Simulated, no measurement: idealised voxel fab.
Process module heading - voxel gate over fins
Square cell edge 5 nm, section width 195 nm, ID cut.
Reading order for cross-sections: top band down to bottom band. Underlying form: a grid of square cells. Band size: one or more rows of cells.
Top height, bottom height, nm. Materials left to right, width each, nm. Single material + "everywhere" = fills band edge to edge. "air" = empty.
Where do heights start? At 0: under that level the wafer as delivered is made of one material only. And the lowest band has no floor; it just carries on downward, as in "z 0 and below".
When a width is written as two numbers, as in "30->40", the first number is the width in the top row of cells of the band and the second is the width in its bottom row, and the width changes by the same amount from each row to the next.
It should be understood that the words "everything unchanged", when stated for a given step, signify that the cross-section underwent no change in any of its cells during that step.
The label "Sealed internal cavities" introduces a list of the empty spaces, 8 cells or larger, that have no open way up to the top; each entry in it reads width x height at distance, where the distance is taken from the left edge and all three are stated in nm.
Step line, after settings: the simulator's comment on this step.
You can add "overlay nm" to a step's line. For a step with a mask, it describes how far the mask lay to the right of its planned position, and a negative number describes a lay to the left.

Intended process steps
1: RECEIVE, material Si
2: CONFORMAL_DEP, material SiN, thk nm 5
3: PATTERN, tone cover, mask id FINS, material resist, width nm 15, pitch nm 40, thk nm 15, overlay nm 0
4: DIRECTIONAL_ETCH, etch materials SiN, depth nm 10
5: DIRECTIONAL_ETCH, etch materials Si, depth nm 30
6: STRIP, etch materials resist
7: OXIDIZE, depth nm 5
8: FILL_DEP, material SiO2, thk nm 5
9: CMP, height nm 10
10: SELECTIVE_ETCH, etch materials SiO2, depth nm 25
11: STRIP, etch materials SiN
12: CONFORMAL_DEP, material HfO2, thk nm 5
13: CONFORMAL_DEP, material TiN, thk nm 5
14: CONFORMAL_DEP, material TiAl, thk nm 5
15: CONFORMAL_DEP, material TiN, thk nm 5
16: FILL_DEP, material W, thk nm 15
17: CMP, height nm 30
18: CONFORMAL_DEP, material SiCN, thk nm 5
All wafers enter the flow in the same state. The thk nm at step 2 differs from wafer to wafer, and the plan gives the value for the first wafer.

As-received cross-section, first of several wafers, post step 1
> z 0 and below: Si everywhere
> Sealed internal cavities: none

For your reference, the table is organized with a row per wafer; each row reflects the wafer at the end of the module, indicating for each material the cells gained (+) or lost (-) since receipt, and thereafter its closed voids
thk nm 5, +51 HfO2, -259 Si, +39 SiCN, +148 SiO2, +51 TiAl, +99 TiN, +144 W, Sealed internal cavities: none
thk nm 10, +51 HfO2, -259 Si, +39 SiCN, +148 SiO2, +51 TiAl, +99 TiN, +144 W, Sealed internal cavities: none
thk nm 15, +39 HfO2, +39 SiCN, +39 TiAl, +78 TiN, +78 W, Sealed internal cavities: none
thk nm 20, +39 HfO2, +39 SiCN, +39 TiAl, +78 TiN, +78 W, Sealed internal cavities: none
thk nm 25, +39 HfO2, +39 SiCN, +39 TiAl, +78 TiN, +78 W, Sealed internal cavities: none
